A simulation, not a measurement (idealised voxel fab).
Name of the process module below: voxel spacer lines
Shown is cross-section cut, with a width of 150 nm and square cells of size 5 nm.
If you're reading a cross-section in this doc, picture square cells in a grid; it comes to you as bands, top ones listed first down to the bottom, and a band can be one or more rows of cells. Heads up on the band format: heights come first, top then bottom, in nm. After that it's the materials left to right, each with its width in nm. A single material flagged "everywhere" fills the whole band edge to edge, and "blank" means there's empty space there. Beneath 0, the wafer as received is one material, and that level is where height counting begins. The lowest band goes on downward without a bottom; it is written like "0 down". Width spec "30..40" -> top row of cells at first value, bottom row at second value, equal per-row change in between. "nothing altered" -> step changed no cross-section cell. Reported under the label "Fully sealed cavities" are the empty spaces having no open way to the top and comprising 8 cells or more; the notation for each is width x height at distance, in which the distance is measured from the left edge and all three values are in nm. On a step's line, text after the settings is the simulator commenting on that step. What "overlay nm" on a step's line means: if the step has a mask, that mask lay this far to the right of its planned place, or, when the value is negative, to the left.

INTENDED PROCESS STEPS
- 1: RECEIVE: material Si
- 2: CONFORMAL_DEP: material Al2O3, thk nm 5
- 3: DIRECTIONAL_DEP: material W, thk nm 10
- 4: DIRECTIONAL_DEP: material polySi, thk nm 20
- 5: PATTERN: tone cover, mask id MANDREL, material resist, width nm 15, pitch nm 50, thk nm 25, overlay nm 0
- 6: DIRECTIONAL_ETCH: etch materials polySi, depth nm 20
- 7: STRIP: etch materials resist
- 8: CONFORMAL_DEP: material SiN, thk nm 10
- 9: DIRECTIONAL_ETCH: etch materials SiN, depth nm 10
- 10: STRIP: etch materials polySi
- 11: DIRECTIONAL_ETCH: etch materials W, depth nm 5
- 12: STRIP: etch materials SiN
- 13: FILL_DEP: material SiO2, thk nm 5
- 14: CMP: height nm 15
Variable across wafers: step 11 depth nm (plan value is that of the first wafer; starting state common to all).

INCOMING STATE OF THE FIRST OF SEVERAL WAFERS IN CROSS-SECTION: AFTER STEP 1
    0 down = Si everywhere
    Fully sealed cavities: none

BELOW IS A PER-WAFER TABLE. IN IT, EACH ROW DESCRIBES THE WAFER AT THE END OF THE MODULE BY GIVING, FOR EACH MATERIAL, THE NUMBER OF CELLS GAINED (+) OR LOST (-) SINCE THE WAFER WAS RECEIVED, AND AFTER THAT THE CLOSED VOIDS OF THE WAFER
depth nm 5; +30 Al2O3; +22 SiO2; +38 W; Fully sealed cavities: none
depth nm 10; +30 Al2O3; +44 SiO2; +16 W; Fully sealed cavities: none
depth nm 15; +30 Al2O3; +44 SiO2; +16 W; Fully sealed cavities: none
depth nm 20; +30 Al2O3; +44 SiO2; +16 W; Fully sealed cavities: none
depth nm 25; +30 Al2O3; +44 SiO2; +16 W; Fully sealed cavities: none
